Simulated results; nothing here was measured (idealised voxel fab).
Title: Process Module voxel capacitor over wiring
cross-section cut | 165 nm wide | cells 5 nm
Heads up, the way a cross-section reads in here is a grid of square cells, handed over as bands from the top down, with every band being one or more rows of cells.
First you get the band's top height and its bottom height, in nm, and then the materials it's made of, left to right, with each width in nm. If you see a single material with "edge to edge", that one covers the band edge to edge. "empty" is empty space.
The level at which height equals 0 is the one under which the wafer, as it arrives, is entirely one material. No lower edge exists for the bottom band, which continues downward and is notated as in "0 down".
With a width like "30->40", each row of cells in the band differs from the next by the same amount, the top row carrying the first number and the bottom row the second.
"left unchanged" (step): cross-section cells unchanged, all of them.
This entry, "Sealed internal voids", enumerates those empty regions of no fewer than 8 cells that possess no open connection to the top. Each region is reported in the form width x height at distance, the distance being taken from the left edge, with all three quantities expressed in nm.
Post-settings text on a step line: simulator's own remark regarding the step.
On any step carrying a mask, the "overlay nm" setting, if present on the step's line, tells how far right of its planned place the mask lay; negative values point to the left.
[Here's what the planned process steps look like]
1: RECEIVE [material Si]
2: CONFORMAL_DEP [material SiO2] [thk nm 15]
3: CONFORMAL_DEP [material SiCN] [thk nm 5]
4: DIRECTIONAL_DEP [material SiO2] [thk nm 25]
5: PATTERN [tone open] [mask id METAL_1] [material resist] [width nm 30] [pitch nm 95] [thk nm 15] [overlay nm 0]
6: DIRECTIONAL_ETCH [etch materials SiO2] [depth nm 25]
7: DIRECTIONAL_ETCH [etch materials SiCN] [depth nm 5]
8: STRIP [etch materials resist]
9: CONFORMAL_DEP [material TiN] [thk nm 5]
10: FILL_DEP [material Ru] [thk nm 5]
11: CMP [height nm 45]
12: EPI [material Ru] [thk nm 5]
13: FILL_DEP [material SiCN] [thk nm 5]
14: DIRECTIONAL_DEP [material SiO2] [thk nm 20]
15: DIRECTIONAL_DEP [material aC] [thk nm 10]
16: PATTERN [tone open] [mask id PLUG_1] [material resist] [width nm 15] [thk nm 25] [overlay nm 0]
17: DIRECTIONAL_ETCH [etch materials aC] [depth nm 10]
18: STRIP [etch materials resist]
19: DIRECTIONAL_ETCH [etch materials SiO2] [depth nm 20]
20: DIRECTIONAL_ETCH [etch materials SiCN] [depth nm 5]
21: STRIP [etch materials aC]
22: CONFORMAL_DEP [material TiN] [thk nm 5]
23: FILL_DEP [material W] [thk nm 5]
24: CMP [height nm 75]
25: DIRECTIONAL_DEP [material TiN] [thk nm 5]
26: DIRECTIONAL_DEP [material SiN] [thk nm 5]
27: DIRECTIONAL_DEP [material TiN] [thk nm 10]
28: MASKED_ETCH [tone cover] [mask id UPPER_PLATE] [width nm 70] [etch materials TiN] [depth nm 10] [overlay nm 0]
29: MASKED_ETCH [tone cover] [mask id UPPER_PLATE] [width nm 70] [etch materials SiN] [depth nm 5] [overlay nm 0]
30: PATTERN [tone cover] [mask id LOWER_PLATE] [material resist] [width nm 80] [thk nm 15] [overlay nm 0]
31: DIRECTIONAL_ETCH [etch materials TiN] [depth nm 5]
32: STRIP [etch materials resist]
33: FILL_DEP [material SiO2] [thk nm 15]
34: CMP [height nm 105]
35: PATTERN [tone open] [mask id PLUG_2] [material resist] [width nm 15] [thk nm 20] [overlay nm 0]
36: DIRECTIONAL_ETCH [etch materials SiO2] [depth nm 10]
37: STRIP [etch materials resist]
38: CONFORMAL_DEP [material TiN] [thk nm 5]
39: FILL_DEP [material Cu] [thk nm 5]
40: CMP [height nm 105]
41: CONFORMAL_DEP [material SiCN] [thk nm 5]
For this document, wafers share an identical start and vary in the step 41 thk nm; the plan quotes the first wafer's value.
[The first of several wafers as received, shown in cross-section; this is its state after step 1]
0 down  Si edge to edge
Sealed internal voids: none
[Take a look at the first of several wafers in cross-section: the module is done, and step 41 was its last step]
110 to 105  SiCN edge to edge
105 to 100  SiO2 (45); TiN (5); Cu (5); TiN (5); SiO2 (105)
100 to 95  SiO2 (45); TiN (15); SiO2 (105)
95 to 85  SiO2 (35); TiN (70); SiO2 (60)
85 to 80  SiO2 (35); SiN (70); SiO2 (60)
80 to 75  SiO2 (30); TiN (80); SiO2 (55)
75 to 55  SiO2 (35); TiN (5); W (5); TiN (5); SiO2 (115)
55 to 50  SiCN (35); TiN (15); SiCN (115)
50 to 45  SiCN (15); Ru (40); SiCN (55); Ru (40); SiCN (15)
45 to 20  SiO2 (20); TiN (5); Ru (20); TiN (5); SiO2 (65); TiN (5); Ru (20); TiN (5); SiO2 (20)
20 to 15  SiCN (20); TiN (30); SiCN (65); TiN (30); SiCN (20)
15 to 0  SiO2 edge to edge
0 down  Si edge to edge
Sealed internal voids: none
[The final wafer, sectioned at module end]
125 to 105  SiCN edge to edge
105 to 100  SiO2 (45); TiN (5); Cu (5); TiN (5); SiO2 (105)
100 to 95  SiO2 (45); TiN (15); SiO2 (105)
95 to 85  SiO2 (35); TiN (70); SiO2 (60)
85 to 80  SiO2 (35); SiN (70); SiO2 (60)
80 to 75  SiO2 (30); TiN (80); SiO2 (55)
75 to 55  SiO2 (35); TiN (5); W (5); TiN (5); SiO2 (115)
55 to 50  SiCN (35); TiN (15); SiCN (115)
50 to 45  SiCN (15); Ru (40); SiCN (55); Ru (40); SiCN (15)
45 to 20  SiO2 (20); TiN (5); Ru (20); TiN (5); SiO2 (65); TiN (5); Ru (20); TiN (5); SiO2 (20)
20 to 15  SiCN (20); TiN (30); SiCN (65); TiN (30); SiCN (20)
15 to 0  SiO2 edge to edge
0 down  Si edge to edge
Sealed internal voids: none
[So in this table every wafer gets its own row, and what you see is where it stands at the end of the module: for each material, how many cells it picked up (+) or gave up (-) since we received it, and after that its closed voids]
thk nm 5; +1 Cu; +56 Ru; +101 SiCN; +14 SiN; +458 SiO2; +92 TiN; +4 W; Sealed internal voids: none
thk nm 10; +1 Cu; +56 Ru; +134 SiCN; +14 SiN; +458 SiO2; +92 TiN; +4 W; Sealed internal voids: none
thk nm 15; +1 Cu; +56 Ru; +167 SiCN; +14 SiN; +458 SiO2; +92 TiN; +4 W; Sealed internal voids: none
thk nm 20; +1 Cu; +56 Ru; +200 SiCN; +14 SiN; +458 SiO2; +92 TiN; +4 W; Sealed internal voids: none
